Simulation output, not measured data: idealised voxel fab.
process module | voxel ribs on slabs
cross-section cut | 190 nm wide | cells 5 nm
A cross-section is a grid of square cells, given in bands from the top down. A band is one or more rows of cells.
Each band's line starts with the height of the band's top and of its bottom, in nm. Then come its materials from left to right, each with its width in nm. One material with "throughout" fills the band from edge to edge. "air" is empty space.
Height 0 is the level under which the wafer as received is all one material. The lowest band goes on downwards, as in "0 down".
A width such as "30 to 40" changes by the same amount from each row of cells to the next, from the band's top row to its bottom row.
"no change" after a step means that no cell of the cross-section changed.
closed voids: empty space of 8 cells or more with no open way to the top, each as width x height at its distance from the left edge, in nm
after a step's settings: what the simulator itself notes on the step
overlay nm, on a step with a mask: how far to the right of its planned place the mask lay; to the left if negative
plan
1 op RECEIVE | material Si
2 op DIRECTIONAL_DEP | material SiO2 | thk nm 20
3 op DIRECTIONAL_DEP | material polySi | thk nm 15
4 op MASKED_ETCH | tone cover | mask id RIB | width nm 20 | etch materials polySi | depth nm 5 | overlay nm 0
5 op DIRECTIONAL_DEP | material aC | thk nm 15
6 op PATTERN | tone cover | mask id SLAB | material resist | width nm 70 | thk nm 30 | overlay nm 0
7 op DIRECTIONAL_ETCH | etch materials aC | depth nm 15
8 op STRIP | etch materials resist
9 op DIRECTIONAL_ETCH | etch materials polySi | depth nm 10
10 op STRIP | etch materials aC
11 op FILL_DEP | material SiO2 | thk nm 30
12 op CMP | height nm 55
13 op DIRECTIONAL_DEP | material W | thk nm 10
14 op PATTERN | tone cover | mask id HEATER | material resist | width nm 40 | thk nm 20 | overlay nm 0
15 op DIRECTIONAL_ETCH | etch materials W | depth nm 10
16 op STRIP | etch materials resist
17 op CONFORMAL_DEP | material SiN | thk nm 5
varied across the wafers: width nm of step 4. The plan shows the first wafer's value. All wafers start alike
first wafer as received, after step 1
  0 down: Si throughout
  closed voids: none
each wafer at the end: cells of each material gained (+) or lost (-) since it was received, then its closed voids
width nm 20 | +42 SiN | +386 SiO2 | +16 W | +32 polySi | closed voids: none
width nm 25 | +42 SiN | +385 SiO2 | +16 W | +33 polySi | closed voids: none
width nm 30 | +42 SiN | +384 SiO2 | +16 W | +34 polySi | closed voids: none
width nm 35 | +42 SiN | +383 SiO2 | +16 W | +35 polySi | closed voids: none
width nm 40 | +42 SiN | +382 SiO2 | +16 W | +36 polySi | closed voids: none
width nm 45 | +42 SiN | +381 SiO2 | +16 W | +37 polySi | closed voids: none
